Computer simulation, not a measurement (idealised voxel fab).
The process module presented herein is designated voxel wiring stack.
It is cross-section cut that appears here, measuring 180 nm in width, its square cells being 5 nm in size.
Cross-section spec: square-cell grid; bands listed top down; each band is one or more rows.
Heights first: top, then bottom, in nm. Then materials, left to right, each with a width in nm. "everywhere" on a single material: fills the band edge to edge. "empty": empty space.
Heights are reckoned from 0. Under this level, the received wafer is all of one material. The bottommost band is open-ended downward, for example "0 and below".
The notation "30..40" denotes a width that varies across the rows of cells in the band, beginning at the first number in the top row, finishing at the second number in the bottom row, and changing by an identical amount from each row to the next.
What does "no alteration" mean for a step? It means no cell of the cross-section changed in that step.
Heads up: "Sealed void listing" only lists the empty pockets with no open path to the top that are 8 cells or more, and it writes them as width x height at distance, distance from the left edge, in nm.
Text after the settings on a step's line: the simulator's own remark on that step.
"overlay nm" answers the question of how far to the right of plan the mask lay on a step that has a mask, and when it is negative the answer is to the left.

[This section lists the process steps that were planned]
1,RECEIVE: material Si
2,CONFORMAL_DEP: material SiO2, thk nm 15
3,DIRECTIONAL_DEP: material TiN, thk nm 5
4,DIRECTIONAL_DEP: material W, thk nm 20
5,DIRECTIONAL_DEP: material aC, thk nm 15
6,PATTERN: tone cover, mask id METAL_1, material resist, width nm 30, pitch nm 50, thk nm 30, overlay nm 0
7,DIRECTIONAL_ETCH: etch materials aC, depth nm 15
8,STRIP: etch materials resist
9,DIRECTIONAL_ETCH: etch materials W, depth nm 20
10,DIRECTIONAL_ETCH: etch materials TiN, depth nm 5
11,STRIP: etch materials aC
12,CONFORMAL_DEP: material SiCN, thk nm 5
13,FILL_DEP: material lowk, thk nm 10
14,CMP: height nm 40
15,CONFORMAL_DEP: material SiCN, thk nm 5
16,DIRECTIONAL_DEP: material lowk, thk nm 30
17,DIRECTIONAL_DEP: material aC, thk nm 15
18,PATTERN: tone open, mask id METAL_2_HOLES, material resist, width nm 15, pitch nm 50, thk nm 35, overlay nm 0
19,DIRECTIONAL_ETCH: etch materials aC, depth nm 15
20,STRIP: etch materials resist
21,DIRECTIONAL_ETCH: etch materials lowk, depth nm 30
22,STRIP: etch materials aC
23,MASKED_ETCH: tone open, mask id METAL_2, width nm 30, pitch nm 50, etch materials lowk, depth nm 15, overlay nm 0
24,MASKED_ETCH: tone open, mask id METAL_2, width nm 30, pitch nm 50, etch materials SiCN, depth nm 5, overlay nm 0
25,CONFORMAL_DEP: material TiN, thk nm 5
26,FILL_DEP: material Cu, thk nm 5
27,CMP: height nm 75
28,CONFORMAL_DEP: material SiCN, thk nm 5
29,DIRECTIONAL_DEP: material SiO2, thk nm 20
30,DIRECTIONAL_DEP: material aC, thk nm 15
31,PATTERN: tone open, mask id PLUG_2, material resist, width nm 15, pitch nm 100, thk nm 30, overlay nm 0
32,DIRECTIONAL_ETCH: etch materials aC, depth nm 15
33,STRIP: etch materials resist
34,DIRECTIONAL_ETCH: etch materials SiO2, depth nm 20
35,DIRECTIONAL_ETCH: etch materials SiCN, depth nm 5
36,STRIP: etch materials aC
37,CONFORMAL_DEP: material TiN, thk nm 5
38,FILL_DEP: material W, thk nm 10
39,CMP: height nm 100
40,CONFORMAL_DEP: material SiN, thk nm 5
41,DIRECTIONAL_DEP: material SiO2, thk nm 25
42,DIRECTIONAL_DEP: material aC, thk nm 10
43,PATTERN: tone open, mask id METAL_3, material resist, width nm 30, pitch nm 50, thk nm 25, overlay nm 0
44,DIRECTIONAL_ETCH: etch materials aC, depth nm 10
45,STRIP: etch materials resist
46,DIRECTIONAL_ETCH: etch materials SiO2, depth nm 25
47,DIRECTIONAL_ETCH: etch materials SiN, depth nm 5
48,STRIP: etch materials aC
49,CONFORMAL_DEP: material TiN, thk nm 5
50,FILL_DEP: material Cu, thk nm 5
51,CMP: height nm 130
52,EPI: material Ru, thk nm 5
53,FILL_DEP: material SiCN, thk nm 5
54,DIRECTIONAL_DEP: material SiO2, thk nm 15
55,MASKED_ETCH: tone open, mask id PLUG_3, width nm 15, pitch nm 50, etch materials SiO2, depth nm 15, overlay nm 0
56,MASKED_ETCH: tone open, mask id PLUG_3, width nm 15, pitch nm 50, etch materials SiCN, depth nm 5, overlay nm 0
57,CONFORMAL_DEP: material TiN, thk nm 5
58,FILL_DEP: material Cu, thk nm 10
59,CMP: height nm 155
60,CONFORMAL_DEP: material SiN, thk nm 5
61,DIRECTIONAL_DEP: material lowk, thk nm 20
62,PATTERN: tone open, mask id METAL_4, material resist, width nm 30, pitch nm 50, thk nm 15, overlay nm 0
63,DIRECTIONAL_ETCH: etch materials lowk, depth nm 20
64,DIRECTIONAL_ETCH: etch materials SiN, depth nm 5
65,STRIP: etch materials resist
66,CONFORMAL_DEP: material TiN, thk nm 5
67,FILL_DEP: material W, thk nm 10
68,CMP: height nm 180
69,CONFORMAL_DEP: material SiCN, thk nm 5

[This is the cross-section of the wafer as we received it, i.e. after step 1]
  0 and below = Si everywhere
  Sealed void listing: none

[Cross-section, first of two wafers, end of module, run as planned]
  185 down to 180 = SiCN everywhere
  180 down to 160 = lowk (25); TiN (5); W (20); TiN (5); lowk (20); TiN (5); W (20); TiN (5); lowk (20); TiN (5); W (20); TiN (5); lowk (25)
  160 down to 155 = SiN (25); TiN (30); SiN (20); TiN (30); SiN (20); TiN (30); SiN (25)
  155 down to 140 = SiO2 (25); TiN (5); Cu (5); TiN (5); SiO2 (35); TiN (5); Cu (5); TiN (5); SiO2 (35); TiN (5); Cu (5); TiN (5); SiO2 (40)
  140 down to 135 = SiCN (25); TiN (15); SiCN (35); TiN (15); SiCN (35); TiN (15); SiCN (40)
  135 down to 130 = SiCN (20); Ru (40); SiCN (10); Ru (40); SiCN (10); Ru (40); SiCN (20)
  130 down to 105 = SiO2 (25); TiN (5); Cu (20); TiN (5); SiO2 (20); TiN (5); Cu (20); TiN (5); SiO2 (20); TiN (5); Cu (20); TiN (5); SiO2 (25)
  105 down to 100 = SiN (25); TiN (30); SiN (20); TiN (30); SiN (20); TiN (30); SiN (25)
  100 down to 80 = SiO2 (25); TiN (5); W (5); TiN (5); SiO2 (85); TiN (5); W (5); TiN (5); SiO2 (40)
  80 down to 75 = SiCN (25); TiN (15); SiCN (85); TiN (15); SiCN (40)
  75 down to 65 = lowk (25); TiN (5); Cu (20); TiN (5); lowk (20); TiN (5); Cu (20); TiN (5); lowk (20); TiN (5); Cu (20); TiN (5); lowk (25)
  65 down to 60 = lowk (25); TiN (5); Cu (5); TiN (20); lowk (20); TiN (5); Cu (5); TiN (20); lowk (20); TiN (5); Cu (5); TiN (20); lowk (25)
  60 down to 45 = lowk (25); TiN (5); Cu (5); TiN (5); lowk (35); TiN (5); Cu (5); TiN (5); lowk (35); TiN (5); Cu (5); TiN (5); lowk (40)
  45 down to 40 = SiCN (25); TiN (15); SiCN (35); TiN (15); SiCN (35); TiN (15); SiCN (40)
  40 down to 20 = lowk (20); SiCN (5); W (30); SiCN (5); lowk (10); SiCN (5); W (30); SiCN (5); lowk (10); SiCN (5); W (30); SiCN (5); lowk (20)
  20 down to 15 = SiCN (25); TiN (30); SiCN (20); TiN (30); SiCN (20); TiN (30); SiCN (25)
  15 down to 0 = SiO2 everywhere
  0 and below = Si everywhere
  Sealed void listing: none

[Cross-section, wafer two of two, end of module: same start and plan as wafer one, one error in execution]
  185 down to 180 = SiCN everywhere
  180 down to 160 = lowk (25); TiN (5); W (20); TiN (5); lowk (20); TiN (5); W (20); TiN (5); lowk (20); TiN (5); W (20); TiN (5); lowk (25)
  160 down to 155 = SiN (25); TiN (30); SiN (20); TiN (30); SiN (20); TiN (30); SiN (25)
  155 down to 140 = SiO2 (25); TiN (5); Cu (5); TiN (5); SiO2 (35); TiN (5); Cu (5); TiN (5); SiO2 (35); TiN (5); Cu (5); TiN (5); SiO2 (40)
  140 down to 135 = SiCN (25); TiN (15); SiCN (35); TiN (15); SiCN (35); TiN (15); SiCN (40)
  135 down to 130 = SiCN (20); Ru (40); SiCN (10); Ru (40); SiCN (10); Ru (40); SiCN (20)
  130 down to 105 = SiO2 (25); TiN (5); Cu (20); TiN (5); SiO2 (20); TiN (5); Cu (20); TiN (5); SiO2 (20); TiN (5); Cu (20); TiN (5); SiO2 (25)
  105 down to 100 = SiN (25); TiN (30); SiN (20); TiN (30); SiN (20); TiN (30); SiN (25)
  100 down to 80 = SiO2 (25); Ru (5); W (5); Ru (5); SiO2 (85); Ru (5); W (5); Ru (5); SiO2 (40)
  80 down to 75 = SiCN (25); Ru (15); SiCN (85); Ru (15); SiCN (40)
  75 down to 65 = lowk (25); TiN (5); Cu (20); TiN (5); lowk (20); TiN (5); Cu (20); TiN (5); lowk (20); TiN (5); Cu (20); TiN (5); lowk (25)
  65 down to 60 = lowk (25); TiN (5); Cu (5); TiN (20); lowk (20); TiN (5); Cu (5); TiN (20); lowk (20); TiN (5); Cu (5); TiN (20); lowk (25)
  60 down to 45 = lowk (25); TiN (5); Cu (5); TiN (5); lowk (35); TiN (5); Cu (5); TiN (5); lowk (35); TiN (5); Cu (5); TiN (5); lowk (40)
  45 down to 40 = SiCN (25); TiN (15); SiCN (35); TiN (15); SiCN (35); TiN (15); SiCN (40)
  40 down to 20 = lowk (20); SiCN (5); W (30); SiCN (5); lowk (10); SiCN (5); W (30); SiCN (5); lowk (10); SiCN (5); W (30); SiCN (5); lowk (20)
  20 down to 15 = SiCN (25); TiN (30); SiCN (20); TiN (30); SiCN (20); TiN (30); SiCN (25)
  15 down to 0 = SiO2 everywhere
  0 and below = Si everywhere
  Sealed void listing: none
What was done differently from what was planned? off-plan run, step 37, actual operation and settings CONFORMAL_DEP: material Ru, thk nm 5
The closing comparison, in cells, has the second wafer with more or fewer of some materials than the first: Ru +22, TiN -22
